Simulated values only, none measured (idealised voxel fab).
process module | voxel ribs on slabs
cross-section cut | 235 nm wide | cells 5 nm
A cross-section is a grid of square cells, given in bands from the top down. A band is one or more rows of cells.
Each band's line starts with the height of the band's top and of its bottom, in nm. Then come its materials from left to right, each with its width in nm. One material with "throughout" fills the band from edge to edge. "air" is empty space.
Height 0 is the level under which the wafer as received is all one material. The lowest band goes on downwards, as in "0 down".
A width such as "30 to 40" changes by the same amount from each row of cells to the next, from the band's top row to its bottom row.
"no change" after a step means that no cell of the cross-section changed.
closed voids: empty space of 8 cells or more with no open way to the top, each as width x height at its distance from the left edge, in nm
after a step's settings: what the simulator itself notes on the step
overlay nm, on a step with a mask: how far to the right of its planned place the mask lay; to the left if negative
plan
1 op RECEIVE | material Si
2 op DIRECTIONAL_DEP | material SiO2 | thk nm 30
3 op DIRECTIONAL_DEP | material SiN | thk nm 20
4 op PATTERN | tone cover | mask id RIB | material resist | width nm 25 | thk nm 20 | overlay nm 0
5 op DIRECTIONAL_ETCH | etch materials SiN | depth nm 15
6 op STRIP | etch materials resist
7 op DIRECTIONAL_DEP | material aC | thk nm 15
8 op PATTERN | tone cover | mask id SLAB | material resist | width nm 65 | thk nm 35 | overlay nm 0
9 op DIRECTIONAL_ETCH | etch materials aC | depth nm 15
10 op STRIP | etch materials resist
11 op DIRECTIONAL_ETCH | etch materials SiN | depth nm 5
12 op STRIP | etch materials aC
13 op FILL_DEP | material SiO2 | thk nm 25
14 op CMP | height nm 65
15 op DIRECTIONAL_DEP | material W | thk nm 5
16 op MASKED_ETCH | tone cover | mask id HEATER | width nm 35 | etch materials W | depth nm 5 | overlay nm 0
17 op CONFORMAL_DEP | material SiO2 | thk nm 5
first wafer, as planned
as received, after step 1
  0 down: Si throughout
  closed voids: none
after step 2
  30 to 0: SiO2 throughout
  below 0: unchanged
after step 3
  50 to 30: SiN throughout
  below 30: unchanged
after step 4
  70 to 50: air 105 | resist 25 | air 105
  below 50: unchanged
after step 5
  70 to 50: air 105 | resist 25 | air 105
  50 to 35: air 105 | SiN 25 | air 105
  below 35: unchanged
after step 6
  50 to 35: air 105 | SiN 25 | air 105
  below 35: unchanged
after step 7
  65 to 50: air 105 | aC 25 | air 105
  50 to 35: aC 105 | SiN 25 | aC 105
  below 35: unchanged
after step 8
  100 to 65: air 85 | resist 65 | air 85
  65 to 50: air 85 | resist 20 | aC 25 | resist 20 | air 85
  below 50: unchanged
after step 9
  85 to 65: air 85 | resist 65 | air 85
  65 to 50: air 85 | resist 20 | aC 25 | resist 20 | air 85
  50 to 35: air 85 | aC 20 | SiN 25 | aC 20 | air 85
  below 35: unchanged
after step 10
  65 to 50: air 105 | aC 25 | air 105
  below 50: unchanged
after step 11
  65 to 50: air 105 | aC 25 | air 105
  50 to 35: air 85 | aC 20 | SiN 25 | aC 20 | air 85
  35 to 30: air 85 | SiN 65 | air 85
  below 30: unchanged
after step 12
  50 to 35: air 105 | SiN 25 | air 105
  below 35: unchanged
after step 13
  75 to 50: SiO2 throughout
  50 to 35: SiO2 105 | SiN 25 | SiO2 105
  35 to 30: SiO2 85 | SiN 65 | SiO2 85
  below 30: unchanged
after step 14
  65 to 50: SiO2 throughout
  below 50: unchanged
after step 15
  70 to 65: W throughout
  below 65: unchanged
after step 16
  70 to 65: air 100 | W 35 | air 100
  below 65: unchanged
after step 17
  75 to 70: air 95 | SiO2 45 | air 95
  70 to 65: SiO2 100 | W 35 | SiO2 100
  below 65: unchanged
second wafer: like start, like plan, one mistake. Through step 16 it matches the first wafer
when step 17 should have ended: no change
what went wrong: step 17 was left out
at the end the second wafer has, in cells: 49 fewer of SiO2
